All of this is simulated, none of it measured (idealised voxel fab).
process module | voxel ribs on slabs
cross-section cut | 145 nm wide | cells 5 nm
A cross-section is a grid of square cells, given in bands from the top down. A band is one or more rows of cells.
Each band's line starts with the height of the band's top and of its bottom, in nm. Then come its materials from left to right, each with its width in nm. One material with "throughout" fills the band from edge to edge. "air" is empty space.
Height 0 is the level under which the wafer as received is all one material. The lowest band goes on downwards, as in "0 down".
A width such as "30 to 40" changes by the same amount from each row of cells to the next, from the band's top row to its bottom row.
"no change" after a step means that no cell of the cross-section changed.
closed voids: empty space of 8 cells or more with no open way to the top, each as width x height at its distance from the left edge, in nm
after a step's settings: what the simulator itself notes on the step
overlay nm, on a step with a mask: how far to the right of its planned place the mask lay; to the left if negative
plan
1 op RECEIVE | material Si
2 op DIRECTIONAL_DEP | material SiO2 | thk nm 25
3 op DIRECTIONAL_DEP | material SiN | thk nm 20
4 op DIRECTIONAL_DEP | material aC | thk nm 15
5 op PATTERN | tone cover | mask id RIB | material resist | width nm 30 | thk nm 35 | overlay nm 0
6 op DIRECTIONAL_ETCH | etch materials aC | depth nm 15
7 op STRIP | etch materials resist
8 op DIRECTIONAL_ETCH | etch materials SiN | depth nm 5
9 op STRIP | etch materials aC
10 op PATTERN | tone cover | mask id SLAB | material resist | width nm 90 | thk nm 20 | overlay nm 0
11 op DIRECTIONAL_ETCH | etch materials SiN | depth nm 15
12 op STRIP | etch materials resist
13 op FILL_DEP | material SiO2 | thk nm 15
14 op CMP | height nm 55
15 op DIRECTIONAL_DEP | material TiN | thk nm 5
16 op MASKED_ETCH | tone cover | mask id HEATER | width nm 40 | etch materials TiN | depth nm 5 | overlay nm 0
17 op CONFORMAL_DEP | material SiO2 | thk nm 10
as received, after step 1
  0 down: Si throughout
  closed voids: none
first wafer at the end, as planned
  70 to 65: air 40 | SiO2 60 | air 45
  65 to 60: SiO2 throughout
  60 to 55: SiO2 50 | TiN 40 | SiO2 55
  55 to 45: SiO2 throughout
  45 to 40: SiO2 55 | SiN 30 | SiO2 60
  40 to 25: SiO2 25 | SiN 90 | SiO2 30
  25 to 0: SiO2 throughout
  0 down: Si throughout
  closed voids: none
second wafer at the end: like start, like plan, one mistake
  60 to 55: air 50 | TiN 40 | air 55
  55 to 45: SiO2 throughout
  45 to 40: SiO2 55 | SiN 30 | SiO2 60
  40 to 25: SiO2 25 | SiN 90 | SiO2 30
  25 to 0: SiO2 throughout
  0 down: Si throughout
  closed voids: none
what went wrong: step 17 was left out
at the end the second wafer has, in cells: 62 fewer of SiO2
